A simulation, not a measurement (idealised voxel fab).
process module | voxel transistor to metal
cross-section cut | 185 nm wide | cells 5 nm
A cross-section is a grid of square cells, given in bands from the top down. A band is one or more rows of cells.
Each band's line starts with the height of the band's top and of its bottom, in nm. Then come its materials from left to right, each with its width in nm. One material with "throughout" fills the band from edge to edge. "air" is empty space.
Height 0 is the level under which the wafer as received is all one material. The lowest band goes on downwards, as in "0 down".
A width such as "30 to 40" changes by the same amount from each row of cells to the next, from the band's top row to its bottom row.
"no change" after a step means that no cell of the cross-section changed.
closed voids: empty space of 8 cells or more with no open way to the top, each as width x height at its distance from the left edge, in nm
after a step's settings: what the simulator itself notes on the step
overlay nm, on a step with a mask: how far to the right of its planned place the mask lay; to the left if negative
plan
1 op RECEIVE | material Si
2 op OXIDIZE | depth nm 5
3 op CONFORMAL_DEP | material SiN | thk nm 15
4 op MASKED_ETCH | tone cover | mask id ACTIVE | width nm 110 | etch materials SiN | depth nm 15 | overlay nm 0
5 op MASKED_ETCH | tone cover | mask id ACTIVE | width nm 110 | etch materials SiO2 | depth nm 5 | overlay nm 0
6 op MASKED_ETCH | tone cover | mask id ACTIVE | width nm 110 | etch materials Si | depth nm 30 | overlay nm 0
7 op FILL_DEP | material SiO2 | thk nm 10
8 op CMP | height nm 15
9 op SELECTIVE_ETCH | etch materials SiO2 | depth nm 5
10 op STRIP | etch materials SiN
11 op SELECTIVE_ETCH | etch materials SiO2 | depth nm 5
12 op OXIDIZE | depth nm 5
13 op DIRECTIONAL_DEP | material polySi | thk nm 20
14 op DIRECTIONAL_DEP | material SiCN | thk nm 15
15 op MASKED_ETCH | tone cover | mask id GATE | width nm 20 | etch materials SiCN | depth nm 25 | overlay nm 0
16 op MASKED_ETCH | tone cover | mask id GATE | width nm 20 | etch materials polySi | depth nm 30 | overlay nm 0
17 op CONFORMAL_DEP | material SiN | thk nm 10
18 op DIRECTIONAL_ETCH | etch materials SiN | depth nm 10
19 op DIRECTIONAL_ETCH | etch materials SiO2 | depth nm 5
20 op DIRECTIONAL_ETCH | etch materials Si | depth nm 5
21 op EPI | material nSi | thk nm 5
22 op FILL_DEP | material SiO2 | thk nm 5
23 op CMP | height nm 30
24 op DIRECTIONAL_DEP | material SiO2 | thk nm 15
25 op DIRECTIONAL_DEP | material aC | thk nm 10
26 op PATTERN | tone open | mask id CONTACT | material resist | width nm 20 | pitch nm 80 | thk nm 30 | overlay nm 0
27 op DIRECTIONAL_ETCH | etch materials aC | depth nm 10
28 op STRIP | etch materials resist
29 op DIRECTIONAL_ETCH | etch materials SiO2 | depth nm 55
30 op STRIP | etch materials aC
31 op CONFORMAL_DEP | material TiN | thk nm 5
32 op FILL_DEP | material Ru | thk nm 10
33 op CMP | height nm 45
34 op CONFORMAL_DEP | material SiN | thk nm 5
35 op DIRECTIONAL_DEP | material SiO2 | thk nm 15
36 op MASKED_ETCH | tone open | mask id METAL_1 | width nm 20 | pitch nm 80 | etch materials SiO2 | depth nm 15 | overlay nm 0
37 op MASKED_ETCH | tone open | mask id METAL_1 | width nm 20 | pitch nm 80 | etch materials SiN | depth nm 5 | overlay nm 0
38 op CONFORMAL_DEP | material TiN | thk nm 5
39 op FILL_DEP | material Cu | thk nm 5
40 op CMP | height nm 65
41 op EPI | material Ru | thk nm 5
42 op FILL_DEP | material SiCN | thk nm 5
43 op DIRECTIONAL_DEP | material lowk | thk nm 30
44 op MASKED_ETCH | tone open | mask id METAL_2 | width nm 20 | pitch nm 80 | etch materials lowk | depth nm 15 | overlay nm 0
45 op PATTERN | tone open | mask id METAL_2_HOLES | material resist | width nm 15 | pitch nm 80 | thk nm 15 | overlay nm 0
46 op DIRECTIONAL_ETCH | etch materials lowk | depth nm 15
47 op DIRECTIONAL_ETCH | etch materials SiCN | depth nm 5
48 op STRIP | etch materials resist
49 op CONFORMAL_DEP | material TiN | thk nm 5
50 op FILL_DEP | material Cu | thk nm 10
51 op CMP | height nm 105
52 op CONFORMAL_DEP | material SiCN | thk nm 5
as received, after step 1
  0 down: Si throughout
  closed voids: none
a wafer at the end: this start, this plan, one mistake
  110 to 105: SiCN throughout
  105 to 95: lowk 40 | TiN 5 | Cu 10 | TiN 5 | lowk 60 | TiN 5 | Cu 10 | TiN 5 | lowk 45
  95 to 90: lowk 40 | TiN 5 | Cu 5 | TiN 10 | lowk 60 | TiN 5 | Cu 5 | TiN 10 | lowk 45
  90 to 75: lowk 40 | TiN 5 | Cu 5 | TiN 5 | lowk 65 | TiN 5 | Cu 5 | TiN 5 | lowk 50
  75 to 70: SiCN 40 | TiN 15 | SiCN 65 | TiN 15 | SiCN 50
  70 to 65: SiCN 30 | Ru 30 | SiCN 50 | Ru 30 | SiCN 45
  65 to 55: SiO2 35 | TiN 5 | Cu 10 | TiN 5 | SiO2 60 | TiN 5 | Cu 10 | TiN 5 | SiO2 50
  55 to 50: SiO2 35 | TiN 10 | Cu 5 | TiN 5 | SiO2 60 | TiN 10 | Cu 5 | TiN 5 | SiO2 50
  50 to 45: SiN 40 | TiN 15 | SiN 65 | TiN 15 | SiN 50
  45 to 30: SiO2 40 | TiN 5 | Ru 10 | TiN 5 | SiO2 60 | TiN 5 | Ru 10 | TiN 5 | SiO2 45
  30 to 15: SiO2 40 | TiN 5 | Ru 10 | TiN 5 | SiO2 10 | SiN 10 | SiCN 20 | SiN 10 | SiO2 10 | TiN 5 | Ru 10 | TiN 5 | SiO2 45
  15 to 5: SiO2 40 | TiN 5 | Ru 10 | TiN 5 | SiO2 10 | SiN 10 | polySi 20 | SiN 10 | SiO2 10 | TiN 5 | Ru 10 | TiN 5 | SiO2 45
  5 to -5: SiO2 30 | SiN 10 | TiN 5 to 10 | Ru 10 to 5 | TiN 5 | SiO2 10 | SiN 10 | polySi 20 | SiN 10 | SiO2 10 | TiN 5 | Ru 10 to 5 | TiN 5 to 10 | SiN 10 | SiO2 35
  -5 to -10: SiO2 40 | nSi 5 | TiN 15 | SiO2 5 | nSi 5 | SiO2 40 | nSi 5 | SiO2 5 | TiN 15 | nSi 5 | SiO2 45
  -10 to -15: SiO2 35 | Si 5 | nSi 30 | Si 40 | nSi 30 | Si 5 | SiO2 40
  -15 to -35: SiO2 35 | Si 110 | SiO2 40
  -35 down: Si throughout
  closed voids: none
what went wrong: step 36 ran as: op MASKED_ETCH | tone open | mask id METAL_1 | width nm 20 | pitch nm 80 | etch materials SiO2 | depth nm 15 | overlay nm -5
